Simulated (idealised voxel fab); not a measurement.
Documented hereafter: the process module known as voxel self aligned vias.
Cross-section cut spans 275 nm and uses square cells 5 nm in size.
A cross-section in this document is a grid of square cells, and it is written down as bands, the top band listed before the ones below it; a band is made up of one or more rows of cells. In this notation a band is specified by the heights of its top and bottom, in that order and in nm, after which its materials appear from left to right, each paired with its width in nm. The word "edge to edge" attached to a single material means that material fills the band from edge to edge; the word "air" stands for empty space. It should be noted that heights are counted from 0, beneath which the wafer as supplied is of one material throughout, and that the lowest band possesses no lower boundary but continues downward, as written in "0 nm and below". The width entry "30->40" should be interpreted row by row: the top row of cells in the band takes the first number, the bottom row takes the second number, and the change between adjacent rows is uniform throughout. When a step is marked "remained unchanged", none of the cells in the cross-section changed during that step. You'll see "closed voids" listing empty spaces that have no way open to the top, as long as they're 8 cells or more; the notation is width x height at distance, where the distance is from the left edge, and all of it is in nm. Step line, after settings: the simulator's comment on this step. The "overlay nm" setting may appear on a step's line; for a step that uses a mask, it gives how far to the right of its planned position the mask lay, and a negative value indicates the left.
[The steps planned for the process are as follows]
1,RECEIVE, material Si
2,CONFORMAL_DEP, material SiO2, thk nm 15
3,CONFORMAL_DEP, material SiCN, thk nm 5
4,DIRECTIONAL_DEP, material SiO2, thk nm 20
5,PATTERN, tone open, mask id LINES, material resist, width nm 20, pitch nm 70, thk nm 15, overlay nm 0
6,DIRECTIONAL_ETCH, etch materials SiO2, depth nm 20
7,STRIP, etch materials resist
8,CONFORMAL_DEP, material TiN, thk nm 5
9,FILL_DEP, material W, thk nm 5
10,CMP, height nm 40
11,SELECTIVE_ETCH, etch materials W Ru TiN, depth nm 5
12,FILL_DEP, material SiN, thk nm 5
13,CMP, height nm 40
14,DIRECTIONAL_DEP, material SiO2, thk nm 15
15,PATTERN, tone open, mask id VIAS, material resist, width nm 40, pitch nm 140, thk nm 15, overlay nm 0
16,DIRECTIONAL_ETCH, etch materials SiO2, depth nm 15
17,DIRECTIONAL_ETCH, etch materials SiN, depth nm 5
18,STRIP, etch materials resist
19,CONFORMAL_DEP, material TiN, thk nm 5
20,FILL_DEP, material Cu, thk nm 10
21,CMP, height nm 55
22,CONFORMAL_DEP, material SiN, thk nm 5
[first wafer, as planned]
[Received-state cross-section, reflecting completion of step 1]
  0 nm and below  Si edge to edge
  closed voids: none
[Step 2 complete: cross-section through the wafer]
  15 nm to 0 nm  SiO2 edge to edge
  Everything below 0 is unchanged.
[Step 3 complete: cross-section through the wafer]
  20 nm to 15 nm  SiCN edge to edge
  Everything below 15 is unchanged.
[Step 4 complete: cross-section through the wafer]
  40 nm to 20 nm  SiO2 edge to edge
  Everything below 20 is unchanged.
[Step 5 complete: cross-section through the wafer]
  55 nm to 40 nm  resist (55), air (20), resist (50), air (20), resist (50), air (20), resist (60)
  Everything below 40 is unchanged.
[Step 6 complete: cross-section through the wafer]
  55 nm to 40 nm  resist (55), air (20), resist (50), air (20), resist (50), air (20), resist (60)
  40 nm to 20 nm  SiO2 (55), air (20), SiO2 (50), air (20), SiO2 (50), air (20), SiO2 (60)
  Everything below 20 is unchanged.
[Step 7 complete: cross-section through the wafer]
  40 nm to 20 nm  SiO2 (55), air (20), SiO2 (50), air (20), SiO2 (50), air (20), SiO2 (60)
  Everything below 20 is unchanged.
[Step 8 complete: cross-section through the wafer]
  45 nm to 40 nm  TiN (60), air (10), TiN (60), air (10), TiN (60), air (10), TiN (65)
  40 nm to 25 nm  SiO2 (55), TiN (5), air (10), TiN (5), SiO2 (50), TiN (5), air (10), TiN (5), SiO2 (50), TiN (5), air (10), TiN (5), SiO2 (60)
  25 nm to 20 nm  SiO2 (55), TiN (20), SiO2 (50), TiN (20), SiO2 (50), TiN (20), SiO2 (60)
  Everything below 20 is unchanged.
[Step 9 complete: cross-section through the wafer]
  50 nm to 45 nm  W edge to edge
  45 nm to 40 nm  TiN (60), W (10), TiN (60), W (10), TiN (60), W (10), TiN (65)
  40 nm to 25 nm  SiO2 (55), TiN (5), W (10), TiN (5), SiO2 (50), TiN (5), W (10), TiN (5), SiO2 (50), TiN (5), W (10), TiN (5), SiO2 (60)
  Everything below 25 is unchanged.
[Step 10 complete: cross-section through the wafer]
  40 nm to 25 nm  SiO2 (55), TiN (5), W (10), TiN (5), SiO2 (50), TiN (5), W (10), TiN (5), SiO2 (50), TiN (5), W (10), TiN (5), SiO2 (60)
  Everything below 25 is unchanged.
[Step 11 complete: cross-section through the wafer]
  40 nm to 35 nm  SiO2 (55), air (20), SiO2 (50), air (20), SiO2 (50), air (20), SiO2 (60)
  Everything below 35 is unchanged.
[Step 12 complete: cross-section through the wafer]
  45 nm to 40 nm  SiN edge to edge
  40 nm to 35 nm  SiO2 (55), SiN (20), SiO2 (50), SiN (20), SiO2 (50), SiN (20), SiO2 (60)
  Everything below 35 is unchanged.
[Step 13 complete: cross-section through the wafer]
  40 nm to 35 nm  SiO2 (55), SiN (20), SiO2 (50), SiN (20), SiO2 (50), SiN (20), SiO2 (60)
  Everything below 35 is unchanged.
[Step 14 complete: cross-section through the wafer]
  55 nm to 40 nm  SiO2 edge to edge
  Everything below 40 is unchanged.
[Step 15 complete: cross-section through the wafer]
  70 nm to 55 nm  resist (45), air (40), resist (100), air (40), resist (50)
  Everything below 55 is unchanged.
[Step 16 complete: cross-section through the wafer]
  70 nm to 55 nm  resist (45), air (40), resist (100), air (40), resist (50)
  55 nm to 40 nm  SiO2 (45), air (40), SiO2 (100), air (40), SiO2 (50)
  Everything below 40 is unchanged.
[Step 17 complete: cross-section through the wafer]
  70 nm to 55 nm  resist (45), air (40), resist (100), air (40), resist (50)
  55 nm to 40 nm  SiO2 (45), air (40), SiO2 (100), air (40), SiO2 (50)
  40 nm to 35 nm  SiO2 (55), air (20), SiO2 (50), SiN (20), SiO2 (50), air (20), SiO2 (60)
  Everything below 35 is unchanged.
[Step 18 complete: cross-section through the wafer]
  55 nm to 40 nm  SiO2 (45), air (40), SiO2 (100), air (40), SiO2 (50)
  Everything below 40 is unchanged.
[Step 19 complete: cross-section through the wafer]
  60 nm to 55 nm  TiN (50), air (30), TiN (110), air (30), TiN (55)
  55 nm to 45 nm  SiO2 (45), TiN (5), air (30), TiN (5), SiO2 (100), TiN (5), air (30), TiN (5), SiO2 (50)
  45 nm to 40 nm  SiO2 (45), TiN (15), air (10), TiN (15), SiO2 (100), TiN (15), air (10), TiN (15), SiO2 (50)
  40 nm to 35 nm  SiO2 (55), TiN (20), SiO2 (50), SiN (20), SiO2 (50), TiN (20), SiO2 (60)
  Everything below 35 is unchanged.
[Step 20 complete: cross-section through the wafer]
  70 nm to 60 nm  Cu edge to edge
  60 nm to 55 nm  TiN (50), Cu (30), TiN (110), Cu (30), TiN (55)
  55 nm to 45 nm  SiO2 (45), TiN (5), Cu (30), TiN (5), SiO2 (100), TiN (5), Cu (30), TiN (5), SiO2 (50)
  45 nm to 40 nm  SiO2 (45), TiN (15), Cu (10), TiN (15), SiO2 (100), TiN (15), Cu (10), TiN (15), SiO2 (50)
  Everything below 40 is unchanged.
[Step 21 complete: cross-section through the wafer]
  55 nm to 45 nm  SiO2 (45), TiN (5), Cu (30), TiN (5), SiO2 (100), TiN (5), Cu (30), TiN (5), SiO2 (50)
  Everything below 45 is unchanged.
[Step 22 complete: cross-section through the wafer]
  60 nm to 55 nm  SiN edge to edge
  Everything below 55 is unchanged.
[What follows concerns the second wafer, which started out like the first and was meant to follow the very same plan; one mistake crept in when it was run, but everything up to and including step 1 is the same as for the first wafer]
[Second wafer, section view, time point: scheduled end of step 2]
  5 nm to 0 nm  SiCN edge to edge
  Everything below 0 is unchanged.
[Second wafer, section view, time point: scheduled end of step 3]
  20 nm to 5 nm  SiO2 edge to edge
  Everything below 5 is unchanged.
[Second wafer, section view, time point: scheduled end of step 4]
  40 nm to 5 nm  SiO2 edge to edge
  Everything below 5 is unchanged.
[Second wafer, section view, time point: scheduled end of step 5]
  55 nm to 40 nm  resist (55), air (20), resist (50), air (20), resist (50), air (20), resist (60)
  Everything below 40 is unchanged.
[Second wafer, section view, time point: scheduled end of step 6]
  55 nm to 40 nm  resist (55), air (20), resist (50), air (20), resist (50), air (20), resist (60)
  40 nm to 20 nm  SiO2 (55), air (20), SiO2 (50), air (20), SiO2 (50), air (20), SiO2 (60)
  Everything below 20 is unchanged.
[Second wafer, section view, time point: scheduled end of step 7]
  40 nm to 20 nm  SiO2 (55), air (20), SiO2 (50), air (20), SiO2 (50), air (20), SiO2 (60)
  Everything below 20 is unchanged.
[Second wafer, section view, time point: scheduled end of step 8]
  45 nm to 40 nm  TiN (60), air (10), TiN (60), air (10), TiN (60), air (10), TiN (65)
  40 nm to 25 nm  SiO2 (55), TiN (5), air (10), TiN (5), SiO2 (50), TiN (5), air (10), TiN (5), SiO2 (50), TiN (5), air (10), TiN (5), SiO2 (60)
  25 nm to 20 nm  SiO2 (55), TiN (20), SiO2 (50), TiN (20), SiO2 (50), TiN (20), SiO2 (60)
  Everything below 20 is unchanged.
[Second wafer, section view, time point: scheduled end of step 9]
  50 nm to 45 nm  W edge to edge
  45 nm to 40 nm  TiN (60), W (10), TiN (60), W (10), TiN (60), W (10), TiN (65)
  40 nm to 25 nm  SiO2 (55), TiN (5), W (10), TiN (5), SiO2 (50), TiN (5), W (10), TiN (5), SiO2 (50), TiN (5), W (10), TiN (5), SiO2 (60)
  Everything below 25 is unchanged.
[Second wafer, section view, time point: scheduled end of step 10]
  40 nm to 25 nm  SiO2 (55), TiN (5), W (10), TiN (5), SiO2 (50), TiN (5), W (10), TiN (5), SiO2 (50), TiN (5), W (10), TiN (5), SiO2 (60)
  Everything below 25 is unchanged.
[Second wafer, section view, time point: scheduled end of step 11]
  40 nm to 35 nm  SiO2 (55), air (20), SiO2 (50), air (20), SiO2 (50), air (20), SiO2 (60)
  Everything below 35 is unchanged.
[Second wafer, section view, time point: scheduled end of step 12]
  45 nm to 40 nm  SiN edge to edge
  40 nm to 35 nm  SiO2 (55), SiN (20), SiO2 (50), SiN (20), SiO2 (50), SiN (20), SiO2 (60)
  Everything below 35 is unchanged.
[Second wafer, section view, time point: scheduled end of step 13]
  40 nm to 35 nm  SiO2 (55), SiN (20), SiO2 (50), SiN (20), SiO2 (50), SiN (20), SiO2 (60)
  Everything below 35 is unchanged.
[Second wafer, section view, time point: scheduled end of step 14]
  55 nm to 40 nm  SiO2 edge to edge
  Everything below 40 is unchanged.
[Second wafer, section view, time point: scheduled end of step 15]
  70 nm to 55 nm  resist (45), air (40), resist (100), air (40), resist (50)
  Everything below 55 is unchanged.
[Second wafer, section view, time point: scheduled end of step 16]
  70 nm to 55 nm  resist (45), air (40), resist (100), air (40), resist (50)
  55 nm to 40 nm  SiO2 (45), air (40), SiO2 (100), air (40), SiO2 (50)
  Everything below 40 is unchanged.
[Second wafer, section view, time point: scheduled end of step 17]
  70 nm to 55 nm  resist (45), air (40), resist (100), air (40), resist (50)
  55 nm to 40 nm  SiO2 (45), air (40), SiO2 (100), air (40), SiO2 (50)
  40 nm to 35 nm  SiO2 (55), air (20), SiO2 (50), SiN (20), SiO2 (50), air (20), SiO2 (60)
  Everything below 35 is unchanged.
[Second wafer, section view, time point: scheduled end of step 18]
  55 nm to 40 nm  SiO2 (45), air (40), SiO2 (100), air (40), SiO2 (50)
  Everything below 40 is unchanged.
[Second wafer, section view, time point: scheduled end of step 19]
  60 nm to 55 nm  TiN (50), air (30), TiN (110), air (30), TiN (55)
  55 nm to 45 nm  SiO2 (45), TiN (5), air (30), TiN (5), SiO2 (100), TiN (5), air (30), TiN (5), SiO2 (50)
  45 nm to 40 nm  SiO2 (45), TiN (15), air (10), TiN (15), SiO2 (100), TiN (15), air (10), TiN (15), SiO2 (50)
  40 nm to 35 nm  SiO2 (55), TiN (20), SiO2 (50), SiN (20), SiO2 (50), TiN (20), SiO2 (60)
  Everything below 35 is unchanged.
[Second wafer, section view, time point: scheduled end of step 20]
  70 nm to 60 nm  Cu edge to edge
  60 nm to 55 nm  TiN (50), Cu (30), TiN (110), Cu (30), TiN (55)
  55 nm to 45 nm  SiO2 (45), TiN (5), Cu (30), TiN (5), SiO2 (100), TiN (5), Cu (30), TiN (5), SiO2 (50)
  45 nm to 40 nm  SiO2 (45), TiN (15), Cu (10), TiN (15), SiO2 (100), TiN (15), Cu (10), TiN (15), SiO2 (50)
  Everything below 40 is unchanged.
[Second wafer, section view, time point: scheduled end of step 21]
  55 nm to 45 nm  SiO2 (45), TiN (5), Cu (30), TiN (5), SiO2 (100), TiN (5), Cu (30), TiN (5), SiO2 (50)
  Everything below 45 is unchanged.
[Second wafer, section view, time point: scheduled end of step 22]
  60 nm to 55 nm  SiN edge to edge
  Everything below 55 is unchanged.
what went wrong: steps 2 and 3 of the plan were run in the wrong order, each in the other's place
at the end the second wafer has, in cells: as many of each material as the first, in other places
